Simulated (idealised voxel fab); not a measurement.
process module | voxel self aligned contacts
cross-section cut | 150 nm wide | cells 5 nm
A cross-section is a grid of square cells, given in bands from the top down. A band is one or more rows of cells.
Each band's line starts with the height of the band's top and of its bottom, in nm. Then come its materials from left to right, each with its width in nm. One material with "throughout" fills the band from edge to edge. "air" is empty space.
Height 0 is the level under which the wafer as received is all one material. The lowest band goes on downwards, as in "0 down".
A width such as "30 to 40" changes by the same amount from each row of cells to the next, from the band's top row to its bottom row.
"no change" after a step means that no cell of the cross-section changed.
closed voids: empty space of 8 cells or more with no open way to the top, each as width x height at its distance from the left edge, in nm
after a step's settings: what the simulator itself notes on the step
overlay nm, on a step with a mask: how far to the right of its planned place the mask lay; to the left if negative
plan
1 op RECEIVE | material Si
2 op CONFORMAL_DEP | material SiO2 | thk nm 5
3 op DIRECTIONAL_DEP | material polySi | thk nm 25
4 op DIRECTIONAL_DEP | material SiN | thk nm 20
5 op DIRECTIONAL_DEP | material aC | thk nm 15
6 op PATTERN | tone cover | mask id GATE | material resist | width nm 30 | pitch nm 70 | thk nm 30 | overlay nm -10
7 op DIRECTIONAL_ETCH | etch materials aC | depth nm 15
8 op STRIP | etch materials resist
9 op DIRECTIONAL_ETCH | etch materials SiN | depth nm 20
10 op DIRECTIONAL_ETCH | etch materials polySi | depth nm 25
11 op STRIP | etch materials aC
12 op CONFORMAL_DEP | material SiN | thk nm 10
13 op DIRECTIONAL_ETCH | etch materials SiN | depth nm 10
14 op FILL_DEP | material SiO2 | thk nm 10
15 op CMP | height nm 55
16 op MASKED_ETCH | tone open | mask id CONTACT | width nm 50 | etch materials SiO2 | depth nm 55 | overlay nm 0
17 op CONFORMAL_DEP | material TiN | thk nm 5
18 op FILL_DEP | material W | thk nm 10
19 op CMP | height nm 55
20 op CONFORMAL_DEP | material SiCN | thk nm 5
varied across the wafers: overlay nm of step 6. The plan shows the first wafer's value. All wafers start alike
first wafer as received, after step 1
  0 down: Si throughout
  closed voids: none
first wafer at the end, after step 20
  60 to 55: SiCN throughout
  55 to 50: SiO2 50 | TiN 10 | W 10 | TiN 30 | SiO2 50
  50 to 30: SiO2 5 | SiN 50 | TiN 5 | W 10 | TiN 5 | SiN 50 | SiO2 25
  30 to 5: SiO2 5 | SiN 10 | polySi 30 | SiN 10 | TiN 5 | W 10 | TiN 5 | SiN 10 | polySi 30 | SiN 10 | SiO2 25
  5 to 0: SiO2 55 | TiN 20 | SiO2 75
  0 down: Si throughout
  closed voids: none
last wafer at the end
  60 to 55: SiCN throughout
  55 to 50: SiO2 50 | TiN 30 | W 10 | TiN 10 | SiO2 50
  50 to 30: SiO2 25 | SiN 50 | TiN 5 | W 10 | TiN 5 | SiN 50 | SiO2 5
  30 to 5: SiO2 25 | SiN 10 | polySi 30 | SiN 10 | TiN 5 | W 10 | TiN 5 | SiN 10 | polySi 30 | SiN 10 | SiO2 5
  5 to 0: SiO2 75 | TiN 20 | SiO2 55
  0 down: Si throughout
  closed voids: none
each wafer at the end: cells of each material gained (+) or lost (-) since it was received, then its closed voids
overlay nm -10 | +30 SiCN | +120 SiN | +100 SiO2 | +30 TiN | +20 W | +60 polySi | closed voids: none
overlay nm -5 | +30 SiCN | +120 SiN | +100 SiO2 | +30 TiN | +20 W | +60 polySi | closed voids: none
overlay nm 0 | +30 SiCN | +120 SiN | +100 SiO2 | +30 TiN | +20 W | +60 polySi | closed voids: none
overlay nm 5 | +30 SiCN | +120 SiN | +100 SiO2 | +30 TiN | +20 W | +60 polySi | closed voids: none
overlay nm 10 | +30 SiCN | +120 SiN | +100 SiO2 | +30 TiN | +20 W | +60 polySi | closed voids: none
